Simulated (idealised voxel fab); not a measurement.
You're looking at the process module voxel self aligned vias.
Square cell edge 5 nm, section width 290 nm, ID cut.
Format of a cross-section: grid, square cells. Given as bands. Order: top down. Band: one or more rows of cells. Look at the band entry: it leads with the top's height and the bottom's height in nm. Then it lists the materials left to right, with a width in nm for each. The word "all across" on a single material says that material fills the band edge to edge. The word "blank" is empty space. All heights in this document are referenced to 0, defined as the level beneath which the wafer, as received, consists entirely of one material. The lowest band is not bounded below; it extends indefinitely downward and is written in the form "from 0 down". The two numbers in a width such as "30..40" mark its ends across the band: the first belongs to the top row of cells, the second to the bottom row, and from each row to the next the width moves by the same amount. "all unchanged" for a step: no cell of the cross-section changed in that step. Under "Voids, sealed" you'll find the enclosed gaps, the ones with no way out to the top, that are 8 cells or bigger; each reads width x height at distance, with distance counted from the left edge, everything in nm. after a step's settings: what the simulator itself notes on the step. If you see "overlay nm" on a step's line and that step has a mask, it's telling you how far right of where it was planned the mask ended up; a negative number means it went left instead.

PROCESS STEPS (PLANNED)
1 RECEIVE [material Si]
2 CONFORMAL_DEP [material SiO2] [thk nm 10]
3 CONFORMAL_DEP [material SiCN] [thk nm 5]
4 DIRECTIONAL_DEP [material lowk] [thk nm 20]
5 MASKED_ETCH [tone open] [mask id LINES] [width nm 25] [pitch nm 65] [etch materials lowk] [depth nm 20] [overlay nm 0]
6 CONFORMAL_DEP [material TiN] [thk nm 5]
7 FILL_DEP [material Ru] [thk nm 10]
8 CMP [height nm 25]
9 SELECTIVE_ETCH [etch materials W Ru TiN] [depth nm 5]
10 FILL_DEP [material SiN] [thk nm 10]
11 CMP [height nm 35]
12 DIRECTIONAL_DEP [material lowk] [thk nm 15]
13 DIRECTIONAL_DEP [material aC] [thk nm 10]
14 PATTERN [tone open] [mask id VIAS] [material resist] [width nm 45] [pitch nm 65] [thk nm 25] [overlay nm 0]
15 DIRECTIONAL_ETCH [etch materials aC] [depth nm 10]
16 STRIP [etch materials resist]
17 DIRECTIONAL_ETCH [etch materials lowk] [depth nm 15]
18 DIRECTIONAL_ETCH [etch materials SiN] [depth nm 5]
19 STRIP [etch materials aC]
20 CONFORMAL_DEP [material TiN] [thk nm 5]
21 FILL_DEP [material Ru] [thk nm 5]
22 CMP [height nm 50]
23 CONFORMAL_DEP [material SiCN] [thk nm 5]
Split variable: height nm, step 8. Plan value = first wafer. Wafers start alike.

FIRST WAFER OF SEVERAL, AS RECEIVED: CROSS-SECTION AFTER STEP 1
	from 0 down | Si all across
	Voids, sealed: none

EVERY ROW IN THIS TABLE IS A WAFER AT THE END OF THE MODULE, AND IT GIVES, FOR EACH OF THE MATERIALS, THE CELLS THAT WAFER HAS GAINED (+) OR LOST (-) SINCE IT WAS RECEIVED, THEN ITS CLOSED VOIDS
height nm 25, +42 Ru, +116 SiCN, +108 SiN, +116 SiO2, +40 TiN, +216 lowk, Voids, sealed: none
height nm 30, +48 Ru, +116 SiCN, +50 SiN, +116 SiO2, +44 TiN, +264 lowk, Voids, sealed: none
height nm 35, +46 Ru, +116 SiCN, +116 SiO2, +48 TiN, +312 lowk, Voids, sealed: none
height nm 40, +46 Ru, +116 SiCN, +116 SiO2, +48 TiN, +312 lowk, Voids, sealed: none
height nm 45, +46 Ru, +116 SiCN, +116 SiO2, +48 TiN, +312 lowk, Voids, sealed: none
height nm 50, +46 Ru, +116 SiCN, +116 SiO2, +48 TiN, +312 lowk, Voids, sealed: none
